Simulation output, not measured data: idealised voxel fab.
Name of the process module below: voxel fin reveal
The figure presents cross-section cut, which has a width of 260 nm and is divided into square cells with an edge length of 5 nm.
In this document a cross-section is written as a grid of square cells. It is given as a series of bands, listed from the top down, and a band is one or more rows of cells. Within each band entry, the heights of the top and of the bottom of the band appear first, in that order and in nm; the materials of the band then follow from left to right, each with its corresponding width in nm. The designation "everywhere" on a single material indicates that it fills the band from edge to edge; the designation "air" indicates empty space. It should be noted that heights are counted from 0, beneath which the wafer as supplied is of one material throughout, and that the lowest band possesses no lower boundary but continues downward, as written in "top 0, no bottom". With a width like "30 to 40", each row of cells in the band differs from the next by the same amount, the top row carrying the first number and the bottom row the second. A step reported as "no modifications" is a step in which no cell of the cross-section changed. This entry, "Sealed-off cavities", enumerates those empty regions of no fewer than 8 cells that possess no open connection to the top. Each region is reported in the form width x height at distance, the distance being taken from the left edge, with all three quantities expressed in nm. Text after the settings on a step's line: the simulator's own remark on that step. A step's line can hold "overlay nm"; with a mask on that step, the setting says how far right of the planned place the mask lay, while a negative setting says it lay to the left.
THESE ARE THE STEPS WE PLANNED FOR THE PROCESS
1: RECEIVE with material Si
2: CONFORMAL_DEP with material SiN, thk nm 10
3: PATTERN with tone cover, mask id FINS, material resist, width nm 15, pitch nm 35, thk nm 20, overlay nm 0
4: DIRECTIONAL_ETCH with etch materials SiN, depth nm 10
5: DIRECTIONAL_ETCH with etch materials Si, depth nm 30
6: STRIP with etch materials resist
7: OXIDIZE with depth nm 5
8: FILL_DEP with material SiO2, thk nm 10
9: CMP with height nm 10
10: SELECTIVE_ETCH with etch materials SiO2, depth nm 25
11: STRIP with etch materials SiN
STEP 1 COMPLETE: CROSS-SECTION OF THE WAFER AS RECEIVED
- top 0, no bottom = Si everywhere
- Sealed-off cavities: none
THE CROSS-SECTION SHOWN CORRESPONDS TO THE WAFER AT THE CONCLUSION OF THE MODULE. THE INITIAL STRUCTURE AND THE PROCESS PLAN ARE THOSE PRESENTED ABOVE; HOWEVER, ONE MISTAKE OCCURRED IN EXECUTING THE PLAN
- top 10, bottom 0 = air: 70; SiN: 15; air: 20; SiN: 15; air: 20; SiN: 15; air: 20; SiN: 15; air: 70
- top 0, bottom -15 = air: 75; Si: 5; air: 30; Si: 5; air: 30; Si: 5; air: 30; Si: 5; air: 75
- top -15, bottom -35 = SiO2: 75; Si: 5; SiO2: 30; Si: 5; SiO2: 30; Si: 5; SiO2: 30; Si: 5; SiO2: 75
- top -35, no bottom = Si everywhere
- Sealed-off cavities: none
Against the plan, the run slipped here: step 11 of the plan got skipped, so it never ran
